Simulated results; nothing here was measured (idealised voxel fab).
Module name: voxel self aligned contacts (process module)
Square cell edge 5 nm, section width 245 nm, ID cut.
In what follows, cross-sections appear as grids of square cells, described through bands that run from the top down, where every band is one or more rows of cells. First you get the band's top height and its bottom height, in nm, and then the materials it's made of, left to right, with each width in nm. If you see a single material with "edge to edge", that one covers the band edge to edge. "empty" is empty space. Height 0 is the level under which the wafer as received is all one material. The lowest band goes on downwards, as in "0 -> down". So if you see something like "30..40" for the width, read it as the top row of the band sitting at the first number and the bottom row at the second, with every row in between moving by the same amount as the last. Given "no change" for a step, no cell of the cross-section differs between before and after that step. If an empty space has no open way to the top and is at least 8 cells in size, "Cavities, closed" lists it, written width x height at distance, where distance is measured from the left edge and every value is in nm. Read whatever lies past the settings on a step's line as the simulator's own remark about the step. The line of a step may include "overlay nm". On a step with a mask, this value is how far to the right of its planned place the mask lay. A negative value means the mask lay to the left.

[The planned process steps are enumerated hereunder]
step 1: RECEIVE: material Si
step 2: CONFORMAL_DEP: material SiO2, thk nm 5
step 3: DIRECTIONAL_DEP: material polySi, thk nm 20
step 4: DIRECTIONAL_DEP: material SiN, thk nm 20
step 5: DIRECTIONAL_DEP: material aC, thk nm 10
step 6: PATTERN: tone cover, mask id GATE, material resist, width nm 25, pitch nm 55, thk nm 25, overlay nm 0
step 7: DIRECTIONAL_ETCH: etch materials aC, depth nm 10
step 8: STRIP: etch materials resist
step 9: DIRECTIONAL_ETCH: etch materials SiN, depth nm 20
step 10: DIRECTIONAL_ETCH: etch materials polySi, depth nm 20
step 11: STRIP: etch materials aC
step 12: CONFORMAL_DEP: material SiN, thk nm 5
step 13: DIRECTIONAL_ETCH: etch materials SiN, depth nm 5
step 14: FILL_DEP: material SiO2, thk nm 15
step 15: CMP: height nm 55
step 16: MASKED_ETCH: tone open, mask id CONTACT, width nm 40, pitch nm 55, etch materials SiO2, depth nm 55, overlay nm 0
step 17: CONFORMAL_DEP: material TiN, thk nm 5
step 18: FILL_DEP: material Ru, thk nm 5
step 19: CMP: height nm 55
step 20: CONFORMAL_DEP: material SiCN, thk nm 5

[Cross-section of the incoming wafer, state after step 1]
- 0 -> down  Si edge to edge
- Cavities, closed: none

[Cross-section at module end, one run error; start and plan unchanged from above]
- 60 -> 55  SiCN edge to edge
- 55 -> 45  SiO2 (65), TiN (5..25), Ru (30..10), TiN (5), SiO2 (15), TiN (5..25), Ru (30..10), TiN (5), SiO2 (85)
- 45 -> 25  SiO2 (50), SiN (35), TiN (5), Ru (10), TiN (5), SiN (35), TiN (5), Ru (10), TiN (5), SiN (35), SiO2 (50)
- 25 -> 5  SiO2 (50), SiN (5), polySi (25), SiN (5), TiN (5), Ru (10), TiN (5), SiN (5), polySi (25), SiN (5), TiN (5), Ru (10), TiN (5), SiN (5), polySi (25), SiN (5), SiO2 (50)
- 5 -> 0  SiO2 (85), TiN (20), SiO2 (35), TiN (20), SiO2 (85)
- 0 -> down  Si edge to edge
- Cavities, closed: none
The plan and the run diverged here: for step 16, the planned setting was not used; the step was instead run as MASKED_ETCH: tone open, mask id CONTACT, width nm 40, pitch nm 55, etch materials SiO2, depth nm 55, overlay nm -10
